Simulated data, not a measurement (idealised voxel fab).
process module | voxel capacitor over wiring
cross-section cut | 295 nm wide | cells 5 nm
A cross-section is a grid of square cells, given in bands from the top down. A band is one or more rows of cells.
Each band's line starts with the height of the band's top and of its bottom, in nm. Then come its materials from left to right, each with its width in nm. One material with "throughout" fills the band from edge to edge. "air" is empty space.
Height 0 is the level under which the wafer as received is all one material. The lowest band goes on downwards, as in "0 down".
A width such as "30 to 40" changes by the same amount from each row of cells to the next, from the band's top row to its bottom row.
"no change" after a step means that no cell of the cross-section changed.
closed voids: empty space of 8 cells or more with no open way to the top, each as width x height at its distance from the left edge, in nm
after a step's settings: what the simulator itself notes on the step
overlay nm, on a step with a mask: how far to the right of its planned place the mask lay; to the left if negative
plan
1 op RECEIVE | material Si
2 op CONFORMAL_DEP | material SiO2 | thk nm 10
3 op CONFORMAL_DEP | material SiCN | thk nm 5
4 op DIRECTIONAL_DEP | material SiO2 | thk nm 25
5 op PATTERN | tone open | mask id METAL_1 | material resist | width nm 30 | pitch nm 85 | thk nm 20 | overlay nm 0
6 op DIRECTIONAL_ETCH | etch materials SiO2 | depth nm 25
7 op DIRECTIONAL_ETCH | etch materials SiCN | depth nm 5
8 op STRIP | etch materials resist
9 op CONFORMAL_DEP | material TiN | thk nm 5
10 op FILL_DEP | material W | thk nm 5
11 op CMP | height nm 40
12 op CONFORMAL_DEP | material SiCN | thk nm 5
13 op DIRECTIONAL_DEP | material SiO2 | thk nm 10
14 op PATTERN | tone open | mask id PLUG_1 | material resist | width nm 15 | thk nm 15 | overlay nm 0
15 op DIRECTIONAL_ETCH | etch materials SiO2 | depth nm 10
16 op DIRECTIONAL_ETCH | etch materials SiCN | depth nm 5
17 op STRIP | etch materials resist
18 op CONFORMAL_DEP | material TiN | thk nm 5
19 op FILL_DEP | material W | thk nm 5
20 op CMP | height nm 55
21 op DIRECTIONAL_DEP | material TiN | thk nm 10
22 op DIRECTIONAL_DEP | material Al2O3 | thk nm 5
23 op DIRECTIONAL_DEP | material TiN | thk nm 10
24 op MASKED_ETCH | tone cover | mask id UPPER_PLATE | width nm 60 | etch materials TiN | depth nm 10 | overlay nm 0
25 op MASKED_ETCH | tone cover | mask id UPPER_PLATE | width nm 60 | etch materials Al2O3 | depth nm 5 | overlay nm 0
26 op MASKED_ETCH | tone cover | mask id LOWER_PLATE | width nm 70 | etch materials TiN | depth nm 10 | overlay nm 0
27 op FILL_DEP | material SiO2 | thk nm 15
28 op CMP | height nm 90
29 op PATTERN | tone open | mask id PLUG_2 | material resist | width nm 15 | thk nm 15 | overlay nm 0
30 op DIRECTIONAL_ETCH | etch materials SiO2 | depth nm 10
31 op STRIP | etch materials resist
32 op CONFORMAL_DEP | material TiN | thk nm 5
33 op FILL_DEP | material Cu | thk nm 5
34 op CMP | height nm 90
35 op CONFORMAL_DEP | material SiN | thk nm 5
as received, after step 1
  0 down: Si throughout
  closed voids: none
first wafer at the end, as planned
  95 to 90: SiN throughout
  90 to 85: SiO2 115 | TiN 5 | Cu 5 | TiN 5 | SiO2 165
  85 to 80: SiO2 115 | TiN 15 | SiO2 165
  80 to 70: SiO2 105 | TiN 60 | SiO2 130
  70 to 65: SiO2 105 | Al2O3 60 | SiO2 130
  65 to 55: SiO2 100 | TiN 70 | SiO2 125
  55 to 45: SiO2 105 | TiN 5 | W 5 | TiN 5 | SiO2 175
  45 to 40: SiCN 105 | TiN 15 | SiCN 175
  40 to 15: SiO2 90 | TiN 5 | W 20 | TiN 5 | SiO2 55 | TiN 5 | W 20 | TiN 5 | SiO2 90
  15 to 10: SiCN 90 | TiN 30 | SiCN 55 | TiN 30 | SiCN 90
  10 to 0: SiO2 throughout
  0 down: Si throughout
  closed voids: none
second wafer at the end: like start, like plan, one mistake
  95 to 90: SiN throughout
  90 to 85: SiO2 115 | TiN 5 | Cu 5 | TiN 5 | SiO2 165
  85 to 80: SiO2 115 | TiN 15 | SiO2 165
  80 to 70: SiO2 110 | TiN 50 | SiO2 135
  70 to 65: SiO2 105 | Al2O3 60 | SiO2 130
  65 to 55: SiO2 100 | TiN 70 | SiO2 125
  55 to 45: SiO2 105 | TiN 5 | W 5 | TiN 5 | SiO2 175
  45 to 40: SiCN 105 | TiN 15 | SiCN 175
  40 to 15: SiO2 90 | TiN 5 | W 20 | TiN 5 | SiO2 55 | TiN 5 | W 20 | TiN 5 | SiO2 90
  15 to 10: SiCN 90 | TiN 30 | SiCN 55 | TiN 30 | SiCN 90
  10 to 0: SiO2 throughout
  0 down: Si throughout
  closed voids: none
what went wrong: step 24 ran as: op MASKED_ETCH | tone cover | mask id UPPER_PLATE | width nm 50 | etch materials TiN | depth nm 10 | overlay nm 0
at the end the second wafer has, in cells: 4 more of SiO2 | 4 fewer of TiN
